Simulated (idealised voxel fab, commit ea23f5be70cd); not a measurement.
voxel gate over fins: a process module
The cross-section on display is named cut; it measures 240 nm wide, and its cells are 5 nm squares.
How to read a cross-section here: the picture is a grid of square cells, written as bands going from the top down, and any band can span one or more rows of cells. First you get the band's top height and its bottom height, in nm, and then the materials it's made of, left to right, with each width in nm. If you see a single material with "everywhere", that one covers the band edge to edge. "blank" is empty space. Height is counted from the level 0, under which the received wafer is composed throughout of one material. The lowest of the bands is not closed at the bottom but continues downward, in the notation "0 -> down". So if you see something like "30 to 40" for the width, read it as the top row of the band sitting at the first number and the bottom row at the second, with every row in between moving by the same amount as the last. Reading "no modifications" for a step: not a cell of the cross-section changed in it. Closed empty spaces (no open way to the top) of 8 cells or more are what "Closed empty spaces" lists, each as width x height at distance from the left edge, nm for all three. Formally, on a step line, whatever follows the settings is a remark that the simulator itself makes on the step. If you see "overlay nm" on a step's line and that step has a mask, it's telling you how far right of where it was planned the mask ended up; a negative number means it went left instead.
## Intended process steps
step 1: RECEIVE [material Si]
step 2: CONFORMAL_DEP [material SiN] [thk nm 5]
step 3: MASKED_ETCH [tone cover] [mask id FINS] [width nm 15] [pitch nm 40] [etch materials SiN] [depth nm 5] [overlay nm -15]
step 4: MASKED_ETCH [tone cover] [mask id FINS] [width nm 15] [pitch nm 40] [etch materials Si] [depth nm 40] [overlay nm 0]
step 5: OXIDIZE [depth nm 5]
step 6: FILL_DEP [material SiO2] [thk nm 15]
step 7: CMP [height nm 5]
step 8: SELECTIVE_ETCH [etch materials SiO2] [depth nm 15]
step 9: STRIP [etch materials SiN]
step 10: CONFORMAL_DEP [material HfO2] [thk nm 5]
step 11: CONFORMAL_DEP [material TiN] [thk nm 5]
step 12: FILL_DEP [material W] [thk nm 10]
step 13: CMP [height nm 15]
step 14: CONFORMAL_DEP [material SiCN] [thk nm 5]
For clarity, it should be stated that the wafers under discussion commence in an identical condition and differ with respect to the overlay nm of step 3, the plan indicating the value that the first wafer had.
## The first of several wafers as received, shown in cross-section; this is its state after step 1
* 0 -> down  Si everywhere
* Closed empty spaces: none
## Basically each wafer gets a line in the table, showing it at the end of the module: material by material, the cells it gained (+) or lost (-) since we got it, then its closed voids
overlay nm -15, +64 HfO2, -300 Si, +48 SiCN, +224 SiO2, +64 TiN, +92 W, Closed empty spaces: none
overlay nm -10, +64 HfO2, -332 Si, +48 SiCN, +252 SiO2, +64 TiN, +96 W, Closed empty spaces: none
overlay nm -5, +64 HfO2, -364 Si, +48 SiCN, +280 SiO2, +64 TiN, +100 W, Closed empty spaces: none
overlay nm 0, +64 HfO2, -396 Si, +48 SiCN, +308 SiO2, +64 TiN, +104 W, Closed empty spaces: none
overlay nm 5, +64 HfO2, -364 Si, +48 SiCN, +280 SiO2, +64 TiN, +100 W, Closed empty spaces: none
overlay nm 10, +64 HfO2, -332 Si, +48 SiCN, +252 SiO2, +64 TiN, +96 W, Closed empty spaces: none
overlay nm 15, +64 HfO2, -300 Si, +48 SiCN, +224 SiO2, +64 TiN, +92 W, Closed empty spaces: none
